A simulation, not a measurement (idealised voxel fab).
process module | voxel capacitor over wiring
cross-section cut | 230 nm wide | cells 5 nm
A cross-section is a grid of square cells, given in bands from the top down. A band is one or more rows of cells.
Each band's line starts with the height of the band's top and of its bottom, in nm. Then come its materials from left to right, each with its width in nm. One material with "throughout" fills the band from edge to edge. "air" is empty space.
Height 0 is the level under which the wafer as received is all one material. The lowest band goes on downwards, as in "0 down".
A width such as "30 to 40" changes by the same amount from each row of cells to the next, from the band's top row to its bottom row.
"no change" after a step means that no cell of the cross-section changed.
closed voids: empty space of 8 cells or more with no open way to the top, each as width x height at its distance from the left edge, in nm
after a step's settings: what the simulator itself notes on the step
overlay nm, on a step with a mask: how far to the right of its planned place the mask lay; to the left if negative
plan
1 op RECEIVE | material Si
2 op CONFORMAL_DEP | material SiO2 | thk nm 15
3 op CONFORMAL_DEP | material SiN | thk nm 5
4 op DIRECTIONAL_DEP | material SiO2 | thk nm 15
5 op MASKED_ETCH | tone open | mask id METAL_1 | width nm 20 | pitch nm 90 | etch materials SiO2 | depth nm 15 | overlay nm 0
6 op MASKED_ETCH | tone open | mask id METAL_1 | width nm 20 | pitch nm 90 | etch materials SiN | depth nm 5 | overlay nm 0
7 op CONFORMAL_DEP | material TiN | thk nm 5
8 op FILL_DEP | material Cu | thk nm 5
9 op CMP | height nm 35
10 op CONFORMAL_DEP | material SiCN | thk nm 5
11 op DIRECTIONAL_DEP | material SiO2 | thk nm 15
12 op MASKED_ETCH | tone open | mask id PLUG_1 | width nm 15 | etch materials SiO2 | depth nm 15 | overlay nm 0
13 op MASKED_ETCH | tone open | mask id PLUG_1 | width nm 15 | etch materials SiCN | depth nm 5 | overlay nm 0
14 op CONFORMAL_DEP | material TiN | thk nm 5
15 op FILL_DEP | material Ru | thk nm 5
16 op CMP | height nm 55
17 op DIRECTIONAL_DEP | material TiN | thk nm 10
18 op DIRECTIONAL_DEP | material HfO2 | thk nm 5
19 op DIRECTIONAL_DEP | material TiN | thk nm 10
20 op MASKED_ETCH | tone cover | mask id UPPER_PLATE | width nm 75 | etch materials TiN | depth nm 10 | overlay nm 0
21 op MASKED_ETCH | tone cover | mask id UPPER_PLATE | width nm 75 | etch materials HfO2 | depth nm 5 | overlay nm 0
22 op MASKED_ETCH | tone cover | mask id LOWER_PLATE | width nm 85 | etch materials TiN | depth nm 10 | overlay nm 0
23 op FILL_DEP | material SiO2 | thk nm 20
24 op CMP | height nm 95
25 op PATTERN | tone open | mask id PLUG_2 | material resist | width nm 15 | thk nm 15 | overlay nm 0
26 op DIRECTIONAL_ETCH | etch materials SiO2 | depth nm 15
27 op STRIP | etch materials resist
28 op CONFORMAL_DEP | material TiN | thk nm 5
29 op FILL_DEP | material W | thk nm 5
30 op CMP | height nm 95
31 op CONFORMAL_DEP | material SiN | thk nm 5
first wafer, as planned
as received, after step 1
  0 down: Si throughout
  closed voids: none
after step 2
  15 to 0: SiO2 throughout
  below 0: unchanged
after step 3
  20 to 15: SiN throughout
  below 15: unchanged
after step 4
  35 to 20: SiO2 throughout
  below 20: unchanged
after step 5
  35 to 20: SiO2 60 | air 20 | SiO2 70 | air 20 | SiO2 60
  below 20: unchanged
after step 6
  35 to 20: SiO2 60 | air 20 | SiO2 70 | air 20 | SiO2 60
  20 to 15: SiN 60 | air 20 | SiN 70 | air 20 | SiN 60
  below 15: unchanged
after step 7
  40 to 35: TiN 65 | air 10 | TiN 80 | air 10 | TiN 65
  35 to 20: SiO2 60 | TiN 5 | air 10 | TiN 5 | SiO2 70 | TiN 5 | air 10 | TiN 5 | SiO2 60
  20 to 15: SiN 60 | TiN 20 | SiN 70 | TiN 20 | SiN 60
  below 15: unchanged
after step 8
  45 to 40: Cu throughout
  40 to 35: TiN 65 | Cu 10 | TiN 80 | Cu 10 | TiN 65
  35 to 20: SiO2 60 | TiN 5 | Cu 10 | TiN 5 | SiO2 70 | TiN 5 | Cu 10 | TiN 5 | SiO2 60
  below 20: unchanged
after step 9
  35 to 20: SiO2 60 | TiN 5 | Cu 10 | TiN 5 | SiO2 70 | TiN 5 | Cu 10 | TiN 5 | SiO2 60
  below 20: unchanged
after step 10
  40 to 35: SiCN throughout
  below 35: unchanged
after step 11
  55 to 40: SiO2 throughout
  below 40: unchanged
after step 12
  55 to 40: SiO2 65 | air 15 | SiO2 150
  below 40: unchanged
after step 13
  55 to 40: SiO2 65 | air 15 | SiO2 150
  40 to 35: SiCN 65 | air 15 | SiCN 150
  below 35: unchanged
after step 14
  60 to 55: TiN 70 | air 5 | TiN 155
  55 to 40: SiO2 65 | TiN 5 | air 5 | TiN 5 | SiO2 150
  40 to 35: SiCN 65 | TiN 15 | SiCN 150
  below 35: unchanged
after step 15
  65 to 60: Ru throughout
  60 to 55: TiN 70 | Ru 5 | TiN 155
  55 to 40: SiO2 65 | TiN 5 | Ru 5 | TiN 5 | SiO2 150
  below 40: unchanged
after step 16
  55 to 40: SiO2 65 | TiN 5 | Ru 5 | TiN 5 | SiO2 150
  below 40: unchanged
after step 17
  65 to 55: TiN throughout
  below 55: unchanged
after step 18
  70 to 65: HfO2 throughout
  below 65: unchanged
after step 19
  80 to 70: TiN throughout
  below 70: unchanged
after step 20
  80 to 70: air 65 | TiN 75 | air 90
  below 70: unchanged
after step 21
  80 to 70: air 65 | TiN 75 | air 90
  70 to 65: air 65 | HfO2 75 | air 90
  below 65: unchanged
after step 22
  80 to 70: air 65 | TiN 75 | air 90
  70 to 65: air 65 | HfO2 75 | air 90
  65 to 55: air 60 | TiN 85 | air 85
  below 55: unchanged
after step 23
  100 to 80: SiO2 throughout
  80 to 70: SiO2 65 | TiN 75 | SiO2 90
  70 to 65: SiO2 65 | HfO2 75 | SiO2 90
  65 to 55: SiO2 60 | TiN 85 | SiO2 85
  below 55: unchanged
after step 24
  95 to 80: SiO2 throughout
  below 80: unchanged
after step 25
  110 to 95: resist 75 | air 15 | resist 140
  below 95: unchanged
after step 26
  110 to 95: resist 75 | air 15 | resist 140
  95 to 80: SiO2 75 | air 15 | SiO2 140
  below 80: unchanged
after step 27
  95 to 80: SiO2 75 | air 15 | SiO2 140
  below 80: unchanged
after step 28
  100 to 95: TiN 80 | air 5 | TiN 145
  95 to 85: SiO2 75 | TiN 5 | air 5 | TiN 5 | SiO2 140
  85 to 80: SiO2 75 | TiN 15 | SiO2 140
  below 80: unchanged
after step 29
  105 to 100: W throughout
  100 to 95: TiN 80 | W 5 | TiN 145
  95 to 85: SiO2 75 | TiN 5 | W 5 | TiN 5 | SiO2 140
  below 85: unchanged
after step 30
  95 to 85: SiO2 75 | TiN 5 | W 5 | TiN 5 | SiO2 140
  below 85: unchanged
after step 31
  100 to 95: SiN throughout
  below 95: unchanged
second wafer: like start, like plan, one mistake. Through step 1 it matches the first wafer
when step 2 should have ended
  25 to 0: SiO2 throughout
  below 0: unchanged
when step 3 should have ended
  30 to 25: SiN throughout
  below 25: unchanged
when step 4 should have ended
  45 to 30: SiO2 throughout
  below 30: unchanged
when step 5 should have ended
  45 to 30: SiO2 60 | air 20 | SiO2 70 | air 20 | SiO2 60
  below 30: unchanged
when step 6 should have ended
  45 to 30: SiO2 60 | air 20 | SiO2 70 | air 20 | SiO2 60
  30 to 25: SiN 60 | air 20 | SiN 70 | air 20 | SiN 60
  below 25: unchanged
when step 7 should have ended
  50 to 45: TiN 65 | air 10 | TiN 80 | air 10 | TiN 65
  45 to 30: SiO2 60 | TiN 5 | air 10 | TiN 5 | SiO2 70 | TiN 5 | air 10 | TiN 5 | SiO2 60
  30 to 25: SiN 60 | TiN 20 | SiN 70 | TiN 20 | SiN 60
  below 25: unchanged
when step 8 should have ended
  55 to 50: Cu throughout
  50 to 45: TiN 65 | Cu 10 | TiN 80 | Cu 10 | TiN 65
  45 to 30: SiO2 60 | TiN 5 | Cu 10 | TiN 5 | SiO2 70 | TiN 5 | Cu 10 | TiN 5 | SiO2 60
  below 30: unchanged
when step 9 should have ended
  35 to 30: SiO2 60 | TiN 5 | Cu 10 | TiN 5 | SiO2 70 | TiN 5 | Cu 10 | TiN 5 | SiO2 60
  below 30: unchanged
when step 10 should have ended
  40 to 35: SiCN throughout
  below 35: unchanged
when step 11 should have ended
  55 to 40: SiO2 throughout
  below 40: unchanged
when step 12 should have ended
  55 to 40: SiO2 65 | air 15 | SiO2 150
  below 40: unchanged
when step 13 should have ended
  55 to 40: SiO2 65 | air 15 | SiO2 150
  40 to 35: SiCN 65 | air 15 | SiCN 150
  below 35: unchanged
when step 14 should have ended
  60 to 55: TiN 70 | air 5 | TiN 155
  55 to 40: SiO2 65 | TiN 5 | air 5 | TiN 5 | SiO2 150
  40 to 35: SiCN 65 | TiN 15 | SiCN 150
  below 35: unchanged
when step 15 should have ended
  65 to 60: Ru throughout
  60 to 55: TiN 70 | Ru 5 | TiN 155
  55 to 40: SiO2 65 | TiN 5 | Ru 5 | TiN 5 | SiO2 150
  below 40: unchanged
when step 16 should have ended
  55 to 40: SiO2 65 | TiN 5 | Ru 5 | TiN 5 | SiO2 150
  below 40: unchanged
when step 17 should have ended
  65 to 55: TiN throughout
  below 55: unchanged
when step 18 should have ended
  70 to 65: HfO2 throughout
  below 65: unchanged
when step 19 should have ended
  80 to 70: TiN throughout
  below 70: unchanged
when step 20 should have ended
  80 to 70: air 65 | TiN 75 | air 90
  below 70: unchanged
when step 21 should have ended
  80 to 70: air 65 | TiN 75 | air 90
  70 to 65: air 65 | HfO2 75 | air 90
  below 65: unchanged
when step 22 should have ended
  80 to 70: air 65 | TiN 75 | air 90
  70 to 65: air 65 | HfO2 75 | air 90
  65 to 55: air 60 | TiN 85 | air 85
  below 55: unchanged
when step 23 should have ended
  100 to 80: SiO2 throughout
  80 to 70: SiO2 65 | TiN 75 | SiO2 90
  70 to 65: SiO2 65 | HfO2 75 | SiO2 90
  65 to 55: SiO2 60 | TiN 85 | SiO2 85
  below 55: unchanged
when step 24 should have ended
  95 to 80: SiO2 throughout
  below 80: unchanged
when step 25 should have ended
  110 to 95: resist 75 | air 15 | resist 140
  below 95: unchanged
when step 26 should have ended
  110 to 95: resist 75 | air 15 | resist 140
  95 to 80: SiO2 75 | air 15 | SiO2 140
  below 80: unchanged
when step 27 should have ended
  95 to 80: SiO2 75 | air 15 | SiO2 140
  below 80: unchanged
when step 28 should have ended
  100 to 95: TiN 80 | air 5 | TiN 145
  95 to 85: SiO2 75 | TiN 5 | air 5 | TiN 5 | SiO2 140
  85 to 80: SiO2 75 | TiN 15 | SiO2 140
  below 80: unchanged
when step 29 should have ended
  105 to 100: W throughout
  100 to 95: TiN 80 | W 5 | TiN 145
  95 to 85: SiO2 75 | TiN 5 | W 5 | TiN 5 | SiO2 140
  below 85: unchanged
when step 30 should have ended
  95 to 85: SiO2 75 | TiN 5 | W 5 | TiN 5 | SiO2 140
  below 85: unchanged
when step 31 should have ended
  100 to 95: SiN throughout
  below 95: unchanged
what went wrong: step 2 ran as: op CONFORMAL_DEP | material SiO2 | thk nm 25
at the end the second wafer has, in cells: 8 fewer of Cu | 16 more of SiO2 | 8 fewer of TiN
